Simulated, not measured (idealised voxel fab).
process module | voxel trench capacitor
cross-section cut | 200 nm wide | cells 5 nm
A cross-section is a grid of square cells, given in bands from the top down. A band is one or more rows of cells.
Each band's line starts with the height of the band's top and of its bottom, in nm. Then come its materials from left to right, each with its width in nm. One material with "throughout" fills the band from edge to edge. "air" is empty space.
Height 0 is the level under which the wafer as received is all one material. The lowest band goes on downwards, as in "0 down".
A width such as "30 to 40" changes by the same amount from each row of cells to the next, from the band's top row to its bottom row.
"no change" after a step means that no cell of the cross-section changed.
closed voids: empty space of 8 cells or more with no open way to the top, each as width x height at its distance from the left edge, in nm
after a step's settings: what the simulator itself notes on the step
overlay nm, on a step with a mask: how far to the right of its planned place the mask lay; to the left if negative
Each pair below shows a cross-section before one step and the cross-section after it, down to the lowest band that changed. The line under each pair gives the step between them, with its settings. The pairs can come from different runs of this module on the same starting wafer, so a pair continues from the pair above only where its "before" says so.
before
  0 down: Si throughout
  closed voids: none
after
  5 to 0: SiN throughout
  below 0: unchanged
  closed voids: none
the step between: op CONFORMAL_DEP | material SiN | thk nm 5
before: the cross-section after the pair above
after
  15 to 5: aC throughout
  below 5: unchanged
  closed voids: none
the step between: op DIRECTIONAL_DEP | material aC | thk nm 10
before: the cross-section after the pair above
after
  45 to 15: resist 60 | air 25 | resist 30 | air 25 | resist 60
  below 15: unchanged
  closed voids: none
the step between: op PATTERN | tone open | mask id TRENCH | material resist | width nm 25 | pitch nm 55 | thk nm 30 | overlay nm 0
before: the cross-section after the pair above
after
  35 to 15: resist 60 | air 25 | resist 30 | air 25 | resist 60
  15 to 5: aC 60 | air 25 | aC 30 | air 25 | aC 60
  below 5: unchanged
  closed voids: none
the step between: op DIRECTIONAL_ETCH | etch materials aC | depth nm 10
before: the cross-section after the pair above
after
  15 to 5: aC 60 | air 25 | aC 30 | air 25 | aC 60
  below 5: unchanged
  closed voids: none
the step between: op STRIP | etch materials resist
before: the cross-section after the pair above
after
  15 to 5: aC 60 | air 25 | aC 30 | air 25 | aC 60
  5 to 0: SiN 60 | air 25 | SiN 30 | air 25 | SiN 60
  below 0: unchanged
  closed voids: none
the step between: op DIRECTIONAL_ETCH | etch materials SiN | depth nm 5
before: the cross-section after the pair above
after
  15 to 5: aC 60 | air 25 | aC 30 | air 25 | aC 60
  5 to 0: SiN 60 | air 25 | SiN 30 | air 25 | SiN 60
  0 to -35: Si 60 | air 25 | Si 30 | air 25 | Si 60
  below -35: unchanged
  closed voids: none
the step between: op DIRECTIONAL_ETCH | etch materials Si | depth nm 35
before: the cross-section after the pair above
after
  5 to 0: SiN 60 | air 25 | SiN 30 | air 25 | SiN 60
  below 0: unchanged
  closed voids: none
the step between: op STRIP | etch materials aC
before: the cross-section after the pair above
after
  10 to 5: Al2O3 65 | air 15 | Al2O3 40 | air 15 | Al2O3 65
  5 to 0: SiN 60 | Al2O3 5 | air 15 | Al2O3 5 | SiN 30 | Al2O3 5 | air 15 | Al2O3 5 | SiN 60
  0 to -30: Si 60 | Al2O3 5 | air 15 | Al2O3 5 | Si 30 | Al2O3 5 | air 15 | Al2O3 5 | Si 60
  -30 to -35: Si 60 | Al2O3 25 | Si 30 | Al2O3 25 | Si 60
  below -35: unchanged
  closed voids: none
the step between: op CONFORMAL_DEP | material Al2O3 | thk nm 5
before: the cross-section after the pair above
after
  15 to 10: polySi throughout
  10 to 5: Al2O3 65 | polySi 15 | Al2O3 40 | polySi 15 | Al2O3 65
  5 to 0: SiN 60 | Al2O3 5 | polySi 15 | Al2O3 5 | SiN 30 | Al2O3 5 | polySi 15 | Al2O3 5 | SiN 60
  0 to -30: Si 60 | Al2O3 5 | polySi 15 | Al2O3 5 | Si 30 | Al2O3 5 | polySi 15 | Al2O3 5 | Si 60
  below -30: unchanged
  closed voids: none
the step between: op FILL_DEP | material polySi | thk nm 5
before: the cross-section after the pair above
after
  5 to 0: SiN 60 | Al2O3 5 | polySi 15 | Al2O3 5 | SiN 30 | Al2O3 5 | polySi 15 | Al2O3 5 | SiN 60
  below 0: unchanged
  closed voids: none
the step between: op CMP | height nm 5
before
  15 to 5: aC 60 | air 25 | aC 30 | air 25 | aC 60
  5 to 0: SiN 60 | air 25 | SiN 30 | air 25 | SiN 60
  0 to -35: Si 60 | air 25 | Si 30 | air 25 | Si 60
  -35 down: Si throughout
  closed voids: none
after
  20 to 15: Al2O3 65 | air 15 | Al2O3 40 | air 15 | Al2O3 65
  15 to 5: aC 60 | Al2O3 5 | air 15 | Al2O3 5 | aC 30 | Al2O3 5 | air 15 | Al2O3 5 | aC 60
  5 to 0: SiN 60 | Al2O3 5 | air 15 | Al2O3 5 | SiN 30 | Al2O3 5 | air 15 | Al2O3 5 | SiN 60
  0 to -30: Si 60 | Al2O3 5 | air 15 | Al2O3 5 | Si 30 | Al2O3 5 | air 15 | Al2O3 5 | Si 60
  -30 to -35: Si 60 | Al2O3 25 | Si 30 | Al2O3 25 | Si 60
  below -35: unchanged
  closed voids: none
the step between: op CONFORMAL_DEP | material Al2O3 | thk nm 5
before: the cross-section after the pair above
after
  25 to 20: polySi throughout
  20 to 15: Al2O3 65 | polySi 15 | Al2O3 40 | polySi 15 | Al2O3 65
  15 to 5: aC 60 | Al2O3 5 | polySi 15 | Al2O3 5 | aC 30 | Al2O3 5 | polySi 15 | Al2O3 5 | aC 60
  5 to 0: SiN 60 | Al2O3 5 | polySi 15 | Al2O3 5 | SiN 30 | Al2O3 5 | polySi 15 | Al2O3 5 | SiN 60
  0 to -30: Si 60 | Al2O3 5 | polySi 15 | Al2O3 5 | Si 30 | Al2O3 5 | polySi 15 | Al2O3 5 | Si 60
  below -30: unchanged
  closed voids: none
the step between: op FILL_DEP | material polySi | thk nm 5
before: the cross-section after the pair above
after
  5 to 0: SiN 60 | Al2O3 5 | polySi 15 | Al2O3 5 | SiN 30 | Al2O3 5 | polySi 15 | Al2O3 5 | SiN 60
  below 0: unchanged
  closed voids: none
the step between: op CMP | height nm 5
before
  15 to 5: aC 60 | air 25 | aC 30 | air 25 | aC 60
  5 to 0: SiN 60 | air 25 | SiN 30 | air 25 | SiN 60
  0 to -35: Si 60 | air 25 | Si 30 | air 25 | Si 60
  -35 down: Si throughout
  closed voids: none
after
  15 to 5: aC 60 | air 25 | aC 30 | air 25 | aC 60
  5 to 0: SiN 60 | air 25 | SiN 30 | air 25 | SiN 60
  0 to -70: Si 60 | air 25 | Si 30 | air 25 | Si 60
  below -70: unchanged
  closed voids: none
the step between: op DIRECTIONAL_ETCH | etch materials Si | depth nm 35
before: the cross-section after the pair above
after
  5 to 0: SiN 60 | air 25 | SiN 30 | air 25 | SiN 60
  below 0: unchanged
  closed voids: none
the step between: op STRIP | etch materials aC
before: the cross-section after the pair above
after
  10 to 5: Al2O3 65 | air 15 | Al2O3 40 | air 15 | Al2O3 65
  5 to 0: SiN 60 | Al2O3 5 | air 15 | Al2O3 5 | SiN 30 | Al2O3 5 | air 15 | Al2O3 5 | SiN 60
  0 to -65: Si 60 | Al2O3 5 | air 15 | Al2O3 5 | Si 30 | Al2O3 5 | air 15 | Al2O3 5 | Si 60
  -65 to -70: Si 60 | Al2O3 25 | Si 30 | Al2O3 25 | Si 60
  below -70: unchanged
  closed voids: none
the step between: op CONFORMAL_DEP | material Al2O3 | thk nm 5
before: the cross-section after the pair above
after
  15 to 10: polySi throughout
  10 to 5: Al2O3 65 | polySi 15 | Al2O3 40 | polySi 15 | Al2O3 65
  5 to 0: SiN 60 | Al2O3 5 | polySi 15 | Al2O3 5 | SiN 30 | Al2O3 5 | polySi 15 | Al2O3 5 | SiN 60
  0 to -65: Si 60 | Al2O3 5 | polySi 15 | Al2O3 5 | Si 30 | Al2O3 5 | polySi 15 | Al2O3 5 | Si 60
  below -65: unchanged
  closed voids: none
the step between: op FILL_DEP | material polySi | thk nm 5
before: the cross-section after the pair above
after
  5 to 0: SiN 60 | Al2O3 5 | polySi 15 | Al2O3 5 | SiN 30 | Al2O3 5 | polySi 15 | Al2O3 5 | SiN 60
  below 0: unchanged
  closed voids: none
the step between: op CMP | height nm 5
before
  35 to 15: resist 60 | air 25 | resist 30 | air 25 | resist 60
  15 to 5: aC 60 | air 25 | aC 30 | air 25 | aC 60
  5 to 0: SiN throughout
  0 down: Si throughout
  closed voids: none
after
  35 to 15: resist 60 | air 25 | resist 30 | air 25 | resist 60
  15 to 5: aC 60 | air 25 | aC 30 | air 25 | aC 60
  5 to 0: SiN 60 | air 25 | SiN 30 | air 25 | SiN 60
  below 0: unchanged
  closed voids: none
the step between: op DIRECTIONAL_ETCH | etch materials SiN | depth nm 5
before: the cross-section after the pair above
after
  15 to 5: aC 60 | air 25 | aC 30 | air 25 | aC 60
  below 5: unchanged
  closed voids: none
the step between: op STRIP | etch materials resist
before
  15 to 10: polySi throughout
  10 to 5: Al2O3 65 | polySi 15 | Al2O3 40 | polySi 15 | Al2O3 65
  5 to 0: SiN 60 | Al2O3 5 | polySi 15 | Al2O3 5 | SiN 30 | Al2O3 5 | polySi 15 | Al2O3 5 | SiN 60
  0 to -30: Si 60 | Al2O3 5 | polySi 15 | Al2O3 5 | Si 30 | Al2O3 5 | polySi 15 | Al2O3 5 | Si 60
  -30 to -35: Si 60 | Al2O3 25 | Si 30 | Al2O3 25 | Si 60
  -35 down: Si throughout
  closed voids: none
after
  0 to -30: Si 60 | Al2O3 5 | polySi 15 | Al2O3 5 | Si 30 | Al2O3 5 | polySi 15 | Al2O3 5 | Si 60
  below -30: unchanged
  closed voids: none
the step between: op CMP | height nm 0
before
  15 to 5: aC throughout
  5 to 0: SiN throughout
  0 down: Si throughout
  closed voids: none
after
  45 to 15: resist 65 | air 20 | resist 35 | air 20 | resist 60
  below 15: unchanged
  closed voids: none
the step between: op PATTERN | tone open | mask id TRENCH | material resist | width nm 20 | pitch nm 55 | thk nm 30 | overlay nm 0
before: the cross-section after the pair above
after
  35 to 15: resist 65 | air 20 | resist 35 | air 20 | resist 60
  15 to 5: aC 65 | air 20 | aC 35 | air 20 | aC 60
  below 5: unchanged
  closed voids: none
the step between: op DIRECTIONAL_ETCH | etch materials aC | depth nm 10
before: the cross-section after the pair above
after
  15 to 5: aC 65 | air 20 | aC 35 | air 20 | aC 60
  below 5: unchanged
  closed voids: none
the step between: op STRIP | etch materials resist
before: the cross-section after the pair above
after
  15 to 5: aC 65 | air 20 | aC 35 | air 20 | aC 60
  5 to 0: SiN 65 | air 20 | SiN 35 | air 20 | SiN 60
  below 0: unchanged
  closed voids: none
the step between: op DIRECTIONAL_ETCH | etch materials SiN | depth nm 5
before: the cross-section after the pair above
after
  15 to 5: aC 65 | air 20 | aC 35 | air 20 | aC 60
  5 to 0: SiN 65 | air 20 | SiN 35 | air 20 | SiN 60
  0 to -35: Si 65 | air 20 | Si 35 | air 20 | Si 60
  below -35: unchanged
  closed voids: none
the step between: op DIRECTIONAL_ETCH | etch materials Si | depth nm 35
before: the cross-section after the pair above
after
  5 to 0: SiN 65 | air 20 | SiN 35 | air 20 | SiN 60
  below 0: unchanged
  closed voids: none
the step between: op STRIP | etch materials aC
before: the cross-section after the pair above
after
  10 to 5: Al2O3 70 | air 10 | Al2O3 45 | air 10 | Al2O3 65
  5 to 0: SiN 65 | Al2O3 5 | air 10 | Al2O3 5 | SiN 35 | Al2O3 5 | air 10 | Al2O3 5 | SiN 60
  0 to -30: Si 65 | Al2O3 5 | air 10 | Al2O3 5 | Si 35 | Al2O3 5 | air 10 | Al2O3 5 | Si 60
  -30 to -35: Si 65 | Al2O3 20 | Si 35 | Al2O3 20 | Si 60
  below -35: unchanged
  closed voids: none
the step between: op CONFORMAL_DEP | material Al2O3 | thk nm 5
before: the cross-section after the pair above
after
  15 to 10: polySi throughout
  10 to 5: Al2O3 70 | polySi 10 | Al2O3 45 | polySi 10 | Al2O3 65
  5 to 0: SiN 65 | Al2O3 5 | polySi 10 | Al2O3 5 | SiN 35 | Al2O3 5 | polySi 10 | Al2O3 5 | SiN 60
  0 to -30: Si 65 | Al2O3 5 | polySi 10 | Al2O3 5 | Si 35 | Al2O3 5 | polySi 10 | Al2O3 5 | Si 60
  below -30: unchanged
  closed voids: none
the step between: op FILL_DEP | material polySi | thk nm 5
before: the cross-section after the pair above
after
  5 to 0: SiN 65 | Al2O3 5 | polySi 10 | Al2O3 5 | SiN 35 | Al2O3 5 | polySi 10 | Al2O3 5 | SiN 60
  below 0: unchanged
  closed voids: none
the step between: op CMP | height nm 5
before
  15 to 5: aC throughout
  5 to 0: SiN throughout
  0 down: Si throughout
  closed voids: none
after
  45 to 15: resist 50 | air 25 | resist 30 | air 25 | resist 70
  below 15: unchanged
  closed voids: none
the step between: op PATTERN | tone open | mask id TRENCH | material resist | width nm 25 | pitch nm 55 | thk nm 30 | overlay nm -10
before: the cross-section after the pair above
after
  35 to 15: resist 50 | air 25 | resist 30 | air 25 | resist 70
  15 to 5: aC 50 | air 25 | aC 30 | air 25 | aC 70
  below 5: unchanged
  closed voids: none
the step between: op DIRECTIONAL_ETCH | etch materials aC | depth nm 10
before: the cross-section after the pair above
after
  15 to 5: aC 50 | air 25 | aC 30 | air 25 | aC 70
  below 5: unchanged
  closed voids: none
the step between: op STRIP | etch materials resist
before: the cross-section after the pair above
after
  15 to 5: aC 50 | air 25 | aC 30 | air 25 | aC 70
  5 to 0: SiN 50 | air 25 | SiN 30 | air 25 | SiN 70
  below 0: unchanged
  closed voids: none
the step between: op DIRECTIONAL_ETCH | etch materials SiN | depth nm 5
before: the cross-section after the pair above
after
  15 to 5: aC 50 | air 25 | aC 30 | air 25 | aC 70
  5 to 0: SiN 50 | air 25 | SiN 30 | air 25 | SiN 70
  0 to -35: Si 50 | air 25 | Si 30 | air 25 | Si 70
  below -35: unchanged
  closed voids: none
the step between: op DIRECTIONAL_ETCH | etch materials Si | depth nm 35
before: the cross-section after the pair above
after
  5 to 0: SiN 50 | air 25 | SiN 30 | air 25 | SiN 70
  below 0: unchanged
  closed voids: none
the step between: op STRIP | etch materials aC
before: the cross-section after the pair above
after
  10 to 5: Al2O3 55 | air 15 | Al2O3 40 | air 15 | Al2O3 75
  5 to 0: SiN 50 | Al2O3 5 | air 15 | Al2O3 5 | SiN 30 | Al2O3 5 | air 15 | Al2O3 5 | SiN 70
  0 to -30: Si 50 | Al2O3 5 | air 15 | Al2O3 5 | Si 30 | Al2O3 5 | air 15 | Al2O3 5 | Si 70
  -30 to -35: Si 50 | Al2O3 25 | Si 30 | Al2O3 25 | Si 70
  below -35: unchanged
  closed voids: none
the step between: op CONFORMAL_DEP | material Al2O3 | thk nm 5
before: the cross-section after the pair above
after
  15 to 10: polySi throughout
  10 to 5: Al2O3 55 | polySi 15 | Al2O3 40 | polySi 15 | Al2O3 75
  5 to 0: SiN 50 | Al2O3 5 | polySi 15 | Al2O3 5 | SiN 30 | Al2O3 5 | polySi 15 | Al2O3 5 | SiN 70
  0 to -30: Si 50 | Al2O3 5 | polySi 15 | Al2O3 5 | Si 30 | Al2O3 5 | polySi 15 | Al2O3 5 | Si 70
  below -30: unchanged
  closed voids: none
the step between: op FILL_DEP | material polySi | thk nm 5
before: the cross-section after the pair above
after
  5 to 0: SiN 50 | Al2O3 5 | polySi 15 | Al2O3 5 | SiN 30 | Al2O3 5 | polySi 15 | Al2O3 5 | SiN 70
  below 0: unchanged
  closed voids: none
the step between: op CMP | height nm 5
before
  10 to 5: Al2O3 65 | air 15 | Al2O3 40 | air 15 | Al2O3 65
  5 to 0: SiN 60 | Al2O3 5 | air 15 | Al2O3 5 | SiN 30 | Al2O3 5 | air 15 | Al2O3 5 | SiN 60
  0 to -30: Si 60 | Al2O3 5 | air 15 | Al2O3 5 | Si 30 | Al2O3 5 | air 15 | Al2O3 5 | Si 60
  -30 to -35: Si 60 | Al2O3 25 | Si 30 | Al2O3 25 | Si 60
  -35 down: Si throughout
  closed voids: none
after
  15 to 10: SiN throughout
  10 to 5: Al2O3 65 | SiN 15 | Al2O3 40 | SiN 15 | Al2O3 65
  5 to 0: SiN 60 | Al2O3 5 | SiN 15 | Al2O3 5 | SiN 30 | Al2O3 5 | SiN 15 | Al2O3 5 | SiN 60
  0 to -30: Si 60 | Al2O3 5 | SiN 15 | Al2O3 5 | Si 30 | Al2O3 5 | SiN 15 | Al2O3 5 | Si 60
  below -30: unchanged
  closed voids: none
the step between: op FILL_DEP | material SiN | thk nm 5
before: the cross-section after the pair above
after
  5 to 0: SiN 60 | Al2O3 5 | SiN 15 | Al2O3 5 | SiN 30 | Al2O3 5 | SiN 15 | Al2O3 5 | SiN 60
  below 0: unchanged
  closed voids: none
the step between: op CMP | height nm 5
before
  15 to 5: aC throughout
  5 to 0: SiN throughout
  0 down: Si throughout
  closed voids: none
after
  45 to 15: air 60 | resist 25 | air 30 | resist 25 | air 60
  below 15: unchanged
  closed voids: none
the step between: op PATTERN | tone cover | mask id TRENCH | material resist | width nm 25 | pitch nm 55 | thk nm 30 | overlay nm 0
before: the cross-section after the pair above
after
  35 to 15: air 60 | resist 25 | air 30 | resist 25 | air 60
  15 to 5: air 60 | aC 25 | air 30 | aC 25 | air 60
  below 5: unchanged
  closed voids: none
the step between: op DIRECTIONAL_ETCH | etch materials aC | depth nm 10
before: the cross-section after the pair above
after
  15 to 5: air 60 | aC 25 | air 30 | aC 25 | air 60
  below 5: unchanged
  closed voids: none
the step between: op STRIP | etch materials resist
before: the cross-section after the pair above
after
  15 to 5: air 60 | aC 25 | air 30 | aC 25 | air 60
  5 to 0: air 60 | SiN 25 | air 30 | SiN 25 | air 60
  below 0: unchanged
  closed voids: none
the step between: op DIRECTIONAL_ETCH | etch materials SiN | depth nm 5
before: the cross-section after the pair above
after
  15 to 5: air 60 | aC 25 | air 30 | aC 25 | air 60
  5 to 0: air 60 | SiN 25 | air 30 | SiN 25 | air 60
  0 to -35: air 60 | Si 25 | air 30 | Si 25 | air 60
  below -35: unchanged
  closed voids: none
the step between: op DIRECTIONAL_ETCH | etch materials Si | depth nm 35
before: the cross-section after the pair above
after
  5 to 0: air 60 | SiN 25 | air 30 | SiN 25 | air 60
  below 0: unchanged
  closed voids: none
the step between: op STRIP | etch materials aC
before: the cross-section after the pair above
after
  10 to 5: air 55 | Al2O3 35 | air 20 | Al2O3 35 | air 55
  5 to 0: air 55 | Al2O3 5 | SiN 25 | Al2O3 5 | air 20 | Al2O3 5 | SiN 25 | Al2O3 5 | air 55
  0 to -30: air 55 | Al2O3 5 | Si 25 | Al2O3 5 | air 20 | Al2O3 5 | Si 25 | Al2O3 5 | air 55
  -30 to -35: Al2O3 60 | Si 25 | Al2O3 30 | Si 25 | Al2O3 60
  below -35: unchanged
  closed voids: none
the step between: op CONFORMAL_DEP | material Al2O3 | thk nm 5
before: the cross-section after the pair above
after
  15 to 10: polySi throughout
  10 to 5: polySi 55 | Al2O3 35 | polySi 20 | Al2O3 35 | polySi 55
  5 to 0: polySi 55 | Al2O3 5 | SiN 25 | Al2O3 5 | polySi 20 | Al2O3 5 | SiN 25 | Al2O3 5 | polySi 55
  0 to -30: polySi 55 | Al2O3 5 | Si 25 | Al2O3 5 | polySi 20 | Al2O3 5 | Si 25 | Al2O3 5 | polySi 55
  below -30: unchanged
  closed voids: none
the step between: op FILL_DEP | material polySi | thk nm 5
before: the cross-section after the pair above
after
  5 to 0: polySi 55 | Al2O3 5 | SiN 25 | Al2O3 5 | polySi 20 | Al2O3 5 | SiN 25 | Al2O3 5 | polySi 55
  below 0: unchanged
  closed voids: none
the step between: op CMP | height nm 5
